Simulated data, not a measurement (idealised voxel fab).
The following process module bears the name voxel capacitor over wiring.
We display cut, a cross-section 300 nm in width whose square cells are each 5 nm.
Cross-section layout: square cells on a grid; listed as bands, top to bottom; a band spans one or more cell rows.
First you get the band's top height and its bottom height, in nm, and then the materials it's made of, left to right, with each width in nm. If you see a single material with "everywhere", that one covers the band edge to edge. "air" is empty space.
Height datum 0, below which the as-received substrate wafer is one material. Lowest band open at the bottom, running downward: "0 down".
The width entry "30 to 40" should be interpreted row by row: the top row of cells in the band takes the first number, the bottom row takes the second number, and the change between adjacent rows is uniform throughout.
"nothing changed" means the step left every cell of the cross-section as it was.
Any empty space of 8 cells or more lacking an open way to the top shows up in "Sealed void inventory" as width x height at distance, distance from the left edge, in nm.
Post-settings text on a step line: simulator's own remark regarding the step.
overlay nm: mask right of planned place by this much (step with mask). Neg. = left.

## Listed below are the process steps as planned
1 RECEIVE with material Si
2 CONFORMAL_DEP with material SiO2, thk nm 15
3 DIRECTIONAL_DEP with material TiN, thk nm 5
4 DIRECTIONAL_DEP with material W, thk nm 25
5 PATTERN with tone cover, mask id METAL_1, material resist, width nm 20, pitch nm 85, thk nm 20, overlay nm 0
6 DIRECTIONAL_ETCH with etch materials W, depth nm 25
7 DIRECTIONAL_ETCH with etch materials TiN, depth nm 5
8 STRIP with etch materials resist
9 CONFORMAL_DEP with material SiN, thk nm 5
10 FILL_DEP with material lowk, thk nm 10
11 CMP with height nm 45
12 CONFORMAL_DEP with material SiCN, thk nm 5
13 DIRECTIONAL_DEP with material lowk, thk nm 15
14 DIRECTIONAL_DEP with material aC, thk nm 10
15 PATTERN with tone open, mask id PLUG_1, material resist, width nm 15, thk nm 30, overlay nm 0
16 DIRECTIONAL_ETCH with etch materials aC, depth nm 10
17 STRIP with etch materials resist
18 DIRECTIONAL_ETCH with etch materials lowk, depth nm 15
19 DIRECTIONAL_ETCH with etch materials SiCN, depth nm 5
20 STRIP with etch materials aC
21 EPI with material Ru, thk nm 10
22 EPI with material Ru, thk nm 10
23 DIRECTIONAL_DEP with material TiN, thk nm 5
24 DIRECTIONAL_DEP with material Al2O3, thk nm 5
25 DIRECTIONAL_DEP with material TiN, thk nm 10
26 MASKED_ETCH with tone cover, mask id UPPER_PLATE, width nm 70, etch materials TiN, depth nm 10, overlay nm 0
27 MASKED_ETCH with tone cover, mask id UPPER_PLATE, width nm 70, etch materials Al2O3, depth nm 5, overlay nm 0
28 DIRECTIONAL_DEP with material aC, thk nm 15
29 PATTERN with tone cover, mask id LOWER_PLATE, material resist, width nm 80, thk nm 30, overlay nm 0
30 DIRECTIONAL_ETCH with etch materials aC, depth nm 15
31 STRIP with etch materials resist
32 DIRECTIONAL_ETCH with etch materials TiN, depth nm 5
33 STRIP with etch materials aC
34 FILL_DEP with material SiO2, thk nm 20
35 CMP with height nm 100
36 MASKED_ETCH with tone open, mask id PLUG_2, width nm 15, etch materials SiO2, depth nm 15, overlay nm 0
37 CONFORMAL_DEP with material TiN, thk nm 5
38 FILL_DEP with material Ru, thk nm 10
39 CMP with height nm 100
40 CONFORMAL_DEP with material SiN, thk nm 5

## Cross-section of the wafer at receipt, which is the condition after step 1
	0 down | Si everywhere
	Sealed void inventory: none

## Looking at the first of two wafers in cross-section at end of module - ran to plan
	105 to 100 | SiN everywhere
	100 to 90 | 110 of SiO2 | 5 of TiN | 5 of Ru | 5 of TiN | 175 of SiO2
	90 to 85 | 110 of SiO2 | 15 of TiN | 175 of SiO2
	85 to 75 | 100 of SiO2 | 70 of TiN | 130 of SiO2
	75 to 70 | 100 of SiO2 | 70 of Al2O3 | 130 of SiO2
	70 to 65 | 95 of SiO2 | 80 of TiN | 125 of SiO2
	65 to 50 | 100 of lowk | 15 of Ru | 185 of lowk
	50 to 45 | 100 of SiCN | 15 of Ru | 185 of SiCN
	45 to 20 | 90 of lowk | 5 of SiN | 20 of W | 5 of SiN | 55 of lowk | 5 of SiN | 20 of W | 5 of SiN | 95 of lowk
	20 to 15 | 95 of SiN | 20 of TiN | 65 of SiN | 20 of TiN | 100 of SiN
	15 to 0 | SiO2 everywhere
	0 down | Si everywhere
	Sealed void inventory: none

## Same start, same plan as the first wafer - but one mistake in the run. Cross-section of the second of the two at the end of the module
	105 to 100 | SiO2 everywhere
	100 to 90 | 110 of SiO2 | 5 of TiN | 5 of Ru | 5 of TiN | 175 of SiO2
	90 to 85 | 110 of SiO2 | 15 of TiN | 175 of SiO2
	85 to 75 | 100 of SiO2 | 70 of TiN | 130 of SiO2
	75 to 70 | 100 of SiO2 | 70 of Al2O3 | 130 of SiO2
	70 to 65 | 95 of SiO2 | 80 of TiN | 125 of SiO2
	65 to 50 | 100 of lowk | 15 of Ru | 185 of lowk
	50 to 45 | 100 of SiCN | 15 of Ru | 185 of SiCN
	45 to 20 | 90 of lowk | 5 of SiN | 20 of W | 5 of SiN | 55 of lowk | 5 of SiN | 20 of W | 5 of SiN | 95 of lowk
	20 to 15 | 95 of SiN | 20 of TiN | 65 of SiN | 20 of TiN | 100 of SiN
	15 to 0 | SiO2 everywhere
	0 down | Si everywhere
	Sealed void inventory: none
Processing error: planned and actual differ for step 40; actual: CONFORMAL_DEP with material SiO2, thk nm 5
Looking at both finished wafers in cells, the second ends up ahead of or behind the first on some materials: -60 SiN; +60 SiO2
